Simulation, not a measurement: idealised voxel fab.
Process module, titled voxel released beams
Shown is cross-section cut, with a width of 235 nm and square cells of size 5 nm.
Just so we're on the same page, the cross-sections are grids of square cells, and they're listed out in bands top to bottom, each band one or more rows deep.
A band entry consists of two parts. The first gives the height of the band's top and the height of its bottom, in nm. The rest lists the band's materials from left to right, each with its width in nm. A single material labelled with the word "full width" fills the band from edge to edge, and the word "empty" marks empty space.
Counting heights begins at 0, where everything beneath is, in the wafer as received, one material. The lowest band has no bottom; it goes on downwards, as "from 0 down" shows.
A two-number width, for instance "30->40", indicates that the width is equal to the first number in the top row of the band and to the second number in the bottom row, and that it changes by a constant amount per row of cells.
You'll sometimes find "no alteration" written for a step, and that's the way of saying that nowhere in the cross-section did a cell change during that step.
"Sealed void inventory" means: voids of 8 cells or more that are shut off from the top with no open way through. Written width x height at distance, distance from the left edge, in nm.
Read whatever lies past the settings on a step's line as the simulator's own remark about the step.
The setting "overlay nm" may be written on the line of a step. When the step uses a mask, the value reports how far to the right of the planned place the mask lay, and a negative value reports that it lay to the left.

-- The following list gives the planned process steps
1 RECEIVE, material Si
2 CONFORMAL_DEP, material Al2O3, thk nm 5
3 DIRECTIONAL_DEP, material SiO2, thk nm 10
4 DIRECTIONAL_DEP, material aC, thk nm 10
5 PATTERN, tone open, mask id ANCHOR, material resist, width nm 35, thk nm 30, overlay nm 0
6 DIRECTIONAL_ETCH, etch materials aC, depth nm 10
7 STRIP, etch materials resist
8 DIRECTIONAL_ETCH, etch materials SiO2, depth nm 10
9 STRIP, etch materials aC
10 CONFORMAL_DEP, material SiN, thk nm 15
11 PATTERN, tone cover, mask id BEAM, material resist, width nm 120, thk nm 15, overlay nm 0
12 DIRECTIONAL_ETCH, etch materials SiN, depth nm 15
13 STRIP, etch materials resist
14 STRIP, etch materials SiO2

-- Run as planned: first of two wafers

-- Cross-section of the wafer at receipt, which is the condition after step 1
	from 0 down | Si full width
	Sealed void inventory: none

-- Cross-section of the wafer after step 2
	from 5 to 0 | Al2O3 full width
	Unchanged below 0.

-- Cross-section of the wafer after step 3
	from 15 to 5 | SiO2 full width
	Unchanged below 5.

-- Cross-section of the wafer after step 4
	from 25 to 15 | aC full width
	Unchanged below 15.

-- Cross-section of the wafer after step 5
	from 55 to 25 | resist (60), empty (35), resist (140)
	Unchanged below 25.

-- Cross-section of the wafer after step 6
	from 45 to 25 | resist (60), empty (35), resist (140)
	from 25 to 15 | aC (60), empty (35), aC (140)
	Unchanged below 15.

-- Cross-section of the wafer after step 7
	from 25 to 15 | aC (60), empty (35), aC (140)
	Unchanged below 15.

-- Cross-section of the wafer after step 8
	from 25 to 15 | aC (60), empty (35), aC (140)
	from 15 to 5 | SiO2 (60), empty (35), SiO2 (140)
	Unchanged below 5.

-- Cross-section of the wafer after step 9
	from 15 to 5 | SiO2 (60), empty (35), SiO2 (140)
	Unchanged below 5.

-- Cross-section of the wafer after step 10
	from 30 to 20 | SiN (75), empty (5), SiN (155)
	from 20 to 15 | SiN full width
	from 15 to 5 | SiO2 (60), SiN (35), SiO2 (140)
	Unchanged below 5.

-- Cross-section of the wafer after step 11
	from 45 to 30 | empty (55), resist (120), empty (60)
	from 30 to 20 | SiN (75), resist (5), SiN (155)
	Unchanged below 20.

-- Cross-section of the wafer after step 12
	from 45 to 30 | empty (55), resist (120), empty (60)
	from 30 to 20 | empty (55), SiN (20), resist (5), SiN (95), empty (60)
	from 20 to 15 | empty (55), SiN (120), empty (60)
	Unchanged below 15.

-- Cross-section of the wafer after step 13
	from 30 to 20 | empty (55), SiN (20), empty (5), SiN (95), empty (60)
	Unchanged below 20.

-- Cross-section of the wafer after step 14
	from 30 to 20 | empty (55), SiN (20), empty (5), SiN (95), empty (60)
	from 20 to 15 | empty (55), SiN (120), empty (60)
	from 15 to 5 | empty (60), SiN (35), empty (140)
	Unchanged below 5.

-- Second of two: same start, same plan, one run error; steps up to and including 9 match the first

-- Cross-section of the second wafer corresponding to the planned conclusion of step 10
	from 25 to 15 | SiN (70), empty (15), SiN (150)
	from 15 to 5 | SiO2 (60), SiN (35), SiO2 (140)
	Unchanged below 5.

-- Cross-section of the second wafer corresponding to the planned conclusion of step 11
	from 40 to 25 | empty (55), resist (120), empty (60)
	from 25 to 15 | SiN (70), resist (15), SiN (150)
	Unchanged below 15.

-- Cross-section of the second wafer corresponding to the planned conclusion of step 12
	from 40 to 25 | empty (55), resist (120), empty (60)
	from 25 to 15 | empty (55), SiN (15), resist (15), SiN (90), empty (60)
	Unchanged below 15.

-- Cross-section of the second wafer corresponding to the planned conclusion of step 13
	from 25 to 15 | empty (55), SiN (15), empty (15), SiN (90), empty (60)
	Unchanged below 15.

-- Cross-section of the second wafer corresponding to the planned conclusion of step 14
	from 25 to 15 | empty (55), SiN (15), empty (15), SiN (90), empty (60)
	from 15 to 5 | empty (60), SiN (35), empty (140)
	Unchanged below 5.
It is concluded that the wafer was processed incorrectly with respect to the plan, in that it should be noted that step 10 was executed with settings other than those planned, the operation and settings actually applied being CONFORMAL_DEP, material SiN, thk nm 10
Final difference in cells, second wafer against first, listed per material as more or fewer: SiN -28
